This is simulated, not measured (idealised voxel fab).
Herein follows the process module entitled voxel spacer lines.
The cross-section on display is named cut; it measures 240 nm wide, and its cells are 5 nm squares.
Heads up, the way a cross-section reads in here is a grid of square cells, handed over as bands from the top down, with every band being one or more rows of cells. This entry defines a band. It first specifies the height of the band's top and the height of its bottom in nm, and then specifies the band's materials from left to right, stating each material with its width in nm. The word "throughout" identifies a single material that fills the band from edge to edge, while the word "blank" identifies empty space. Basically, 0 is our baseline, since under it the wafer straight out of the box is all one material. The bottom band has no lower end and keeps on going down, so it looks like "0 -> down". Width: "30 to 40" (first number = top row, second number = bottom row, same change from row to row of cells). Take "remains unaltered" at face value: in the step it is given for, the cross-section changed in none of its cells. The entry titled "Closed void catalog" provides the empty spaces that have no open way to the top, restricted to those of 8 cells or more. Each is presented as width x height at distance, the distance being measured from the left edge, with all three in nm. Step line, after settings: the simulator's comment on this step. "overlay nm", when on a step's line for a step with a mask, measures how far to the right of its planned place the mask lay; a negative measure means to the left.
The planned process steps are enumerated hereunder:
| 1 | RECEIVE: material Si |
| 2 | CONFORMAL_DEP: material SiO2, thk nm 5 |
| 3 | DIRECTIONAL_DEP: material TiN, thk nm 20 |
| 4 | DIRECTIONAL_DEP: material aC, thk nm 20 |
| 5 | PATTERN: tone cover, mask id MANDREL, material resist, width nm 15, pitch nm 70, thk nm 30, overlay nm 0 |
| 6 | DIRECTIONAL_ETCH: etch materials aC, depth nm 20 |
| 7 | STRIP: etch materials resist |
| 8 | CONFORMAL_DEP: material SiN, thk nm 15 |
| 9 | DIRECTIONAL_ETCH: etch materials SiN, depth nm 15 |
| 10 | STRIP: etch materials aC |
| 11 | DIRECTIONAL_ETCH: etch materials TiN, depth nm 20 |
| 12 | STRIP: etch materials SiN |
| 13 | FILL_DEP: material SiO2, thk nm 5 |
| 14 | CMP: height nm 25 |
The width nm used in step 5 is not the same on every wafer, whereas the starting condition is; the value printed in the plan is the first wafer's.
After step 1, as received: first of several wafers, cross-section:
    0 -> down | Si throughout
    Closed void catalog: none
First of several wafers: cross-section at the end of the module, after step 14, its last step:
    25 -> 5 | SiO2 (65); TiN (15); SiO2 (15); TiN (15); SiO2 (25); TiN (15); SiO2 (15); TiN (15); SiO2 (60)
    5 -> 0 | SiO2 throughout
    0 -> down | Si throughout
    Closed void catalog: none
Showing the last wafer in cross-section at the end of the module:
    25 -> 5 | SiO2 (55); TiN (15); SiO2 (35); TiN (15); SiO2 (5); TiN (15); SiO2 (35); TiN (15); SiO2 (50)
    5 -> 0 | SiO2 throughout
    0 -> down | Si throughout
    Closed void catalog: none
Below: a row per wafer. Contents at end of module: for every material, cells gained since receipt (+) or lost since receipt (-); then closed voids:
width nm 15, +192 SiO2, +48 TiN, Closed void catalog: none
width nm 20, +192 SiO2, +48 TiN, Closed void catalog: none
width nm 25, +192 SiO2, +48 TiN, Closed void catalog: none
width nm 30, +192 SiO2, +48 TiN, Closed void catalog: none
width nm 35, +192 SiO2, +48 TiN, Closed void catalog: none
